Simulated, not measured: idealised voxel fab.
The following process module bears the name voxel self aligned contacts.
Displayed cross-section: cut, width of 245 nm, square cells sized 5 nm.
This document writes a cross-section as a grid whose cells are square, and gives it as bands, listed from the top down; one or more rows of cells form a band.
What a band's entry tells you: where the top is and where the bottom is, as heights in nm, and after that what lies inside, material by material from left to right, each with its width in nm. Empty space is written as the word "air", and a single material marked with the word "all across" occupies the band from edge to edge.
Note: height 0 marks the level under which the wafer is uniformly one material as received. Lowest band unbounded below, written "0 -> down".
You'd read "30..40" like this: the band's top row of cells is as wide as the first number, its bottom row is as wide as the second, and going down, every row changes width by the same amount as the row before did.
Where a step carries "stayed the same", the cross-section came out of it unchanged, cell for cell.
"Sealed voids" contains a list of empty spaces, each no smaller than 8 cells and without an open way to the top, written in the form width x height at distance with the distance from the left edge and all three in nm.
Whatever follows a step's settings on its line is a remark the simulator itself makes about that step.
Among the settings permitted on a step's line is "overlay nm"; applied to a step with a mask, it specifies the extent to which the mask lay to the right of its planned position, whereas a negative figure signifies a position to the left.

The process steps that were planned are listed below
1 RECEIVE: material Si
2 CONFORMAL_DEP: material SiO2, thk nm 5
3 DIRECTIONAL_DEP: material polySi, thk nm 20
4 DIRECTIONAL_DEP: material SiN, thk nm 20
5 PATTERN: tone cover, mask id GATE, material resist, width nm 35, pitch nm 70, thk nm 20, overlay nm 0
6 DIRECTIONAL_ETCH: etch materials SiN, depth nm 20
7 DIRECTIONAL_ETCH: etch materials polySi, depth nm 20
8 STRIP: etch materials resist
9 CONFORMAL_DEP: material SiN, thk nm 5
10 DIRECTIONAL_ETCH: etch materials SiN, depth nm 5
11 FILL_DEP: material SiO2, thk nm 10
12 CMP: height nm 50
13 DIRECTIONAL_DEP: material aC, thk nm 15
14 PATTERN: tone open, mask id CONTACT, material resist, width nm 45, pitch nm 70, thk nm 35, overlay nm 0
15 DIRECTIONAL_ETCH: etch materials aC, depth nm 15
16 STRIP: etch materials resist
17 DIRECTIONAL_ETCH: etch materials SiO2, depth nm 50
18 STRIP: etch materials aC
19 CONFORMAL_DEP: material TiN, thk nm 5
20 FILL_DEP: material W, thk nm 5
21 CMP: height nm 50
22 CONFORMAL_DEP: material SiCN, thk nm 5

Run as planned: first of two wafers

As received (post step 1): cross-section
0 -> down = Si all across
Sealed voids: none

Step 2 done - wafer cross-section
5 -> 0 = SiO2 all across
No changes below 0.

Step 3 done - wafer cross-section
25 -> 5 = polySi all across
No changes below 5.

Step 4 done - wafer cross-section
45 -> 25 = SiN all across
No changes below 25.

Step 5 done - wafer cross-section
65 -> 45 = air=35, then resist=35, then air=35, then resist=35, then air=35, then resist=35, then air=35
No changes below 45.

Step 6 done - wafer cross-section
65 -> 45 = air=35, then resist=35, then air=35, then resist=35, then air=35, then resist=35, then air=35
45 -> 25 = air=35, then SiN=35, then air=35, then SiN=35, then air=35, then SiN=35, then air=35
No changes below 25.

Step 7 done - wafer cross-section
65 -> 45 = air=35, then resist=35, then air=35, then resist=35, then air=35, then resist=35, then air=35
45 -> 25 = air=35, then SiN=35, then air=35, then SiN=35, then air=35, then SiN=35, then air=35
25 -> 5 = air=35, then polySi=35, then air=35, then polySi=35, then air=35, then polySi=35, then air=35
No changes below 5.

Step 8 done - wafer cross-section
45 -> 25 = air=35, then SiN=35, then air=35, then SiN=35, then air=35, then SiN=35, then air=35
No changes below 25.

Step 9 done - wafer cross-section
50 -> 25 = air=30, then SiN=45, then air=25, then SiN=45, then air=25, then SiN=45, then air=30
25 -> 10 = air=30, then SiN=5, then polySi=35, then SiN=5, then air=25, then SiN=5, then polySi=35, then SiN=5, then air=25, then SiN=5, then polySi=35, then SiN=5, then air=30
10 -> 5 = SiN=35, then polySi=35, then SiN=35, then polySi=35, then SiN=35, then polySi=35, then SiN=35
No changes below 5.

Step 10 done - wafer cross-section
45 -> 25 = air=30, then SiN=45, then air=25, then SiN=45, then air=25, then SiN=45, then air=30
25 -> 5 = air=30, then SiN=5, then polySi=35, then SiN=5, then air=25, then SiN=5, then polySi=35, then SiN=5, then air=25, then SiN=5, then polySi=35, then SiN=5, then air=30
No changes below 5.

Step 11 done - wafer cross-section
55 -> 45 = SiO2 all across
45 -> 25 = SiO2=30, then SiN=45, then SiO2=25, then SiN=45, then SiO2=25, then SiN=45, then SiO2=30
25 -> 5 = SiO2=30, then SiN=5, then polySi=35, then SiN=5, then SiO2=25, then SiN=5, then polySi=35, then SiN=5, then SiO2=25, then SiN=5, then polySi=35, then SiN=5, then SiO2=30
No changes below 5.

Step 12 done - wafer cross-section
50 -> 45 = SiO2 all across
No changes below 45.

Step 13 done - wafer cross-section
65 -> 50 = aC all across
No changes below 50.

Step 14 done - wafer cross-section
100 -> 65 = resist=65, then air=45, then resist=25, then air=45, then resist=65
No changes below 65.

Step 15 done - wafer cross-section
85 -> 65 = resist=65, then air=45, then resist=25, then air=45, then resist=65
65 -> 50 = aC=65, then air=45, then aC=25, then air=45, then aC=65
No changes below 50.

Step 16 done - wafer cross-section
65 -> 50 = aC=65, then air=45, then aC=25, then air=45, then aC=65
No changes below 50.

Step 17 done - wafer cross-section
65 -> 50 = aC=65, then air=45, then aC=25, then air=45, then aC=65
50 -> 45 = SiO2=65, then air=45, then SiO2=25, then air=45, then SiO2=65
45 -> 25 = SiO2=30, then SiN=45, then air=25, then SiN=45, then air=25, then SiN=45, then SiO2=30
25 -> 5 = SiO2=30, then SiN=5, then polySi=35, then SiN=5, then air=25, then SiN=5, then polySi=35, then SiN=5, then air=25, then SiN=5, then polySi=35, then SiN=5, then SiO2=30
5 -> 0 = SiO2=75, then air=25, then SiO2=45, then air=25, then SiO2=75
No changes below 0.

Step 18 done - wafer cross-section
50 -> 45 = SiO2=65, then air=45, then SiO2=25, then air=45, then SiO2=65
No changes below 45.

Step 19 done - wafer cross-section
55 -> 50 = TiN=70, then air=35, then TiN=35, then air=35, then TiN=70
50 -> 45 = SiO2=65, then TiN=15, then air=15, then TiN=15, then SiO2=25, then TiN=15, then air=15, then TiN=15, then SiO2=65
45 -> 25 = SiO2=30, then SiN=45, then TiN=5, then air=15, then TiN=5, then SiN=45, then TiN=5, then air=15, then TiN=5, then SiN=45, then SiO2=30
25 -> 5 = SiO2=30, then SiN=5, then polySi=35, then SiN=5, then TiN=5, then air=15, then TiN=5, then SiN=5, then polySi=35, then SiN=5, then TiN=5, then air=15, then TiN=5, then SiN=5, then polySi=35, then SiN=5, then SiO2=30
5 -> 0 = SiO2=75, then TiN=25, then SiO2=45, then TiN=25, then SiO2=75
No changes below 0.

Step 20 done - wafer cross-section
60 -> 55 = W all across
55 -> 50 = TiN=70, then W=35, then TiN=35, then W=35, then TiN=70
50 -> 45 = SiO2=65, then TiN=15, then W=15, then TiN=15, then SiO2=25, then TiN=15, then W=15, then TiN=15, then SiO2=65
45 -> 25 = SiO2=30, then SiN=45, then TiN=5, then W=15, then TiN=5, then SiN=45, then TiN=5, then W=15, then TiN=5, then SiN=45, then SiO2=30
25 -> 5 = SiO2=30, then SiN=5, then polySi=35, then SiN=5, then TiN=5, then W=15, then TiN=5, then SiN=5, then polySi=35, then SiN=5, then TiN=5, then W=15, then TiN=5, then SiN=5, then polySi=35, then SiN=5, then SiO2=30
No changes below 5.

Step 21 done - wafer cross-section
50 -> 45 = SiO2=65, then TiN=15, then W=15, then TiN=15, then SiO2=25, then TiN=15, then W=15, then TiN=15, then SiO2=65
No changes below 45.

Step 22 done - wafer cross-section
55 -> 50 = SiCN all across
No changes below 50.

Second wafer - shared start and plan with the first - one error in running - same as the first up to step 4 inclusive

Second wafer cross-section, taken as of the time the plan sets for step 5 to be done
65 -> 45 = resist=35, then air=35, then resist=35, then air=35, then resist=35, then air=35, then resist=35
No changes below 45.

Second wafer cross-section, taken as of the time the plan sets for step 6 to be done
65 -> 45 = resist=35, then air=35, then resist=35, then air=35, then resist=35, then air=35, then resist=35
45 -> 25 = SiN=35, then air=35, then SiN=35, then air=35, then SiN=35, then air=35, then SiN=35
No changes below 25.

Second wafer cross-section, taken as of the time the plan sets for step 7 to be done
65 -> 45 = resist=35, then air=35, then resist=35, then air=35, then resist=35, then air=35, then resist=35
45 -> 25 = SiN=35, then air=35, then SiN=35, then air=35, then SiN=35, then air=35, then SiN=35
25 -> 5 = polySi=35, then air=35, then polySi=35, then air=35, then polySi=35, then air=35, then polySi=35
No changes below 5.

Second wafer cross-section, taken as of the time the plan sets for step 8 to be done
45 -> 25 = SiN=35, then air=35, then SiN=35, then air=35, then SiN=35, then air=35, then SiN=35
No changes below 25.

Second wafer cross-section, taken as of the time the plan sets for step 9 to be done
50 -> 25 = SiN=40, then air=25, then SiN=45, then air=25, then SiN=45, then air=25, then SiN=40
25 -> 10 = polySi=35, then SiN=5, then air=25, then SiN=5, then polySi=35, then SiN=5, then air=25, then SiN=5, then polySi=35, then SiN=5, then air=25, then SiN=5, then polySi=35
10 -> 5 = polySi=35, then SiN=35, then polySi=35, then SiN=35, then polySi=35, then SiN=35, then polySi=35
No changes below 5.

Second wafer cross-section, taken as of the time the plan sets for step 10 to be done
45 -> 25 = SiN=40, then air=25, then SiN=45, then air=25, then SiN=45, then air=25, then SiN=40
25 -> 5 = polySi=35, then SiN=5, then air=25, then SiN=5, then polySi=35, then SiN=5, then air=25, then SiN=5, then polySi=35, then SiN=5, then air=25, then SiN=5, then polySi=35
No changes below 5.

Second wafer cross-section, taken as of the time the plan sets for step 11 to be done
55 -> 45 = SiO2 all across
45 -> 25 = SiN=40, then SiO2=25, then SiN=45, then SiO2=25, then SiN=45, then SiO2=25, then SiN=40
25 -> 5 = polySi=35, then SiN=5, then SiO2=25, then SiN=5, then polySi=35, then SiN=5, then SiO2=25, then SiN=5, then polySi=35, then SiN=5, then SiO2=25, then SiN=5, then polySi=35
No changes below 5.

Second wafer cross-section, taken as of the time the plan sets for step 12 to be done
50 -> 45 = SiO2 all across
No changes below 45.

Second wafer cross-section, taken as of the time the plan sets for step 13 to be done
65 -> 50 = aC all across
No changes below 50.

Second wafer cross-section, taken as of the time the plan sets for step 14 to be done
100 -> 65 = resist=65, then air=45, then resist=25, then air=45, then resist=65
No changes below 65.

Second wafer cross-section, taken as of the time the plan sets for step 15 to be done
85 -> 65 = resist=65, then air=45, then resist=25, then air=45, then resist=65
65 -> 50 = aC=65, then air=45, then aC=25, then air=45, then aC=65
No changes below 50.

Second wafer cross-section, taken as of the time the plan sets for step 16 to be done
65 -> 50 = aC=65, then air=45, then aC=25, then air=45, then aC=65
No changes below 50.

Second wafer cross-section, taken as of the time the plan sets for step 17 to be done
65 -> 50 = aC=65, then air=45, then aC=25, then air=45, then aC=65
50 -> 45 = SiO2=65, then air=45, then SiO2=25, then air=45, then SiO2=65
No changes below 45.

Second wafer cross-section, taken as of the time the plan sets for step 18 to be done
50 -> 45 = SiO2=65, then air=45, then SiO2=25, then air=45, then SiO2=65
No changes below 45.

Second wafer cross-section, taken as of the time the plan sets for step 19 to be done
55 -> 50 = TiN=70, then air=35, then TiN=35, then air=35, then TiN=70
50 -> 45 = SiO2=65, then TiN=45, then SiO2=25, then TiN=45, then SiO2=65
No changes below 45.

Second wafer cross-section, taken as of the time the plan sets for step 20 to be done
60 -> 55 = W all across
55 -> 50 = TiN=70, then W=35, then TiN=35, then W=35, then TiN=70
No changes below 50.

Second wafer cross-section, taken as of the time the plan sets for step 21 to be done
50 -> 45 = SiO2=65, then TiN=45, then SiO2=25, then TiN=45, then SiO2=65
No changes below 45.

Second wafer cross-section, taken as of the time the plan sets for step 22 to be done
55 -> 50 = SiCN all across
No changes below 50.
So what did we get wrong on this run? so step 5 ended up running with a different setting than we planned, it ran as PATTERN: tone open, mask id GATE, material resist, width nm 35, pitch nm 70, thk nm 20, overlay nm 0
The second wafer ends with more or fewer cells of some materials than the first, per final count: SiN: 28 more, SiO2: 34 more, TiN: 36 fewer, W: 54 fewer, polySi: 28 more
